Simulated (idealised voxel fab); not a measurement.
Proc. module: voxel capacitor over wiring
The width of the displayed cross-section, cut, is 200 nm; its cells are square, with a size of 5 nm.
Cross-section, as written here: a square-cell grid given band by band from the top down, where a band holds one or more rows of cells.
Top height, bottom height, nm. Materials left to right, width each, nm. Single material + "all across" = fills band edge to edge. "empty" = empty.
Below 0: as-received wafer, all one material; heights counted from there. Lowest band: no bottom, goes on down, written "0..down".
Think of "30 to 40" as a width that walks from the first number to the second as you go down the band, top row to bottom row, taking equal-sized steps from row to row.
The designation "no alteration", where it is given for a processing step, indicates that no cell of the cross-section was altered in the course of that step.
In "Cavities, sealed" the enclosed voids are listed, meaning empty spaces of 8 cells or larger without any opening to the top. The form is width x height at distance, distance from the left edge, units nm.
Anything after a step's settings on that line? It's the simulator's own note about the step.
The "overlay nm" setting may appear on a step's line; for a step that uses a mask, it gives how far to the right of its planned position the mask lay, and a negative value indicates the left.

-- Process steps - plan
1. RECEIVE (material Si)
2. CONFORMAL_DEP (material SiO2; thk nm 10)
3. DIRECTIONAL_DEP (material TiN; thk nm 5)
4. DIRECTIONAL_DEP (material W; thk nm 25)
5. MASKED_ETCH (tone cover; mask id METAL_1; width nm 25; pitch nm 95; etch materials W; depth nm 25; overlay nm 0)
6. MASKED_ETCH (tone cover; mask id METAL_1; width nm 25; pitch nm 95; etch materials TiN; depth nm 5; overlay nm 0)
7. FILL_DEP (material SiO2; thk nm 5)
8. CMP (height nm 40)
9. CONFORMAL_DEP (material SiCN; thk nm 5)
10. DIRECTIONAL_DEP (material SiO2; thk nm 20)
11. MASKED_ETCH (tone open; mask id PLUG_1; width nm 15; etch materials SiO2; depth nm 20; overlay nm 0)
12. MASKED_ETCH (tone open; mask id PLUG_1; width nm 15; etch materials SiCN; depth nm 5; overlay nm 0)
13. EPI (material Ru; thk nm 10)
14. EPI (material Ru; thk nm 10)
15. EPI (material Ru; thk nm 5)
16. DIRECTIONAL_DEP (material TiN; thk nm 5)
17. DIRECTIONAL_DEP (material HfO2; thk nm 5)
18. DIRECTIONAL_DEP (material TiN; thk nm 10)
19. PATTERN (tone cover; mask id UPPER_PLATE; material resist; width nm 75; thk nm 20; overlay nm 0)
20. DIRECTIONAL_ETCH (etch materials TiN; depth nm 10)
21. DIRECTIONAL_ETCH (etch materials HfO2; depth nm 5)
22. STRIP (etch materials resist)
23. DIRECTIONAL_DEP (material aC; thk nm 10)
24. PATTERN (tone cover; mask id LOWER_PLATE; material resist; width nm 85; thk nm 30; overlay nm 0)
25. DIRECTIONAL_ETCH (etch materials aC; depth nm 10)
26. STRIP (etch materials resist)
27. DIRECTIONAL_ETCH (etch materials TiN; depth nm 5)
28. STRIP (etch materials aC)
29. FILL_DEP (material SiO2; thk nm 20)
30. CMP (height nm 100)
31. DIRECTIONAL_DEP (material aC; thk nm 10)
32. PATTERN (tone open; mask id PLUG_2; material resist; width nm 15; thk nm 30; overlay nm 0)
33. DIRECTIONAL_ETCH (etch materials aC; depth nm 10)
34. STRIP (etch materials resist)
35. DIRECTIONAL_ETCH (etch materials SiO2; depth nm 15)
36. STRIP (etch materials aC)
37. CONFORMAL_DEP (material TiN; thk nm 5)
38. FILL_DEP (material Ru; thk nm 5)
39. CMP (height nm 100)
40. CONFORMAL_DEP (material SiN; thk nm 5)

-- as received, after step 1
> 0..down | Si all across
> Cavities, sealed: none

-- Look at the cross-section after the module: the wafer started out the way shown above and the plan was the one shown above, yet one mistake was made along the way
> 105..100 | SiN all across
> 100..90 | 60 SiO2  5 TiN  5 Ru  5 TiN  125 SiO2
> 90..85 | 60 SiO2  15 TiN  125 SiO2
> 85..75 | 50 SiO2  75 TiN  75 SiO2
> 75..70 | 50 SiO2  75 HfO2  75 SiO2
> 70..65 | 45 SiO2  85 TiN  70 SiO2
> 65..45 | 50 SiO2  15 Ru  135 SiO2
> 45..40 | 50 SiCN  15 Ru  135 SiCN
> 40..15 | 40 SiO2  30 W  65 SiO2  30 W  35 SiO2
> 15..10 | 40 SiO2  30 TiN  65 SiO2  30 TiN  35 SiO2
> 10..0 | SiO2 all across
> 0..down | Si all across
> Cavities, sealed: none
Want to know what went wrong? step 5 ran with different settings than intended, the actual operation and settings being MASKED_ETCH (tone cover; mask id METAL_1; width nm 30; pitch nm 95; etch materials W; depth nm 25; overlay nm 0)
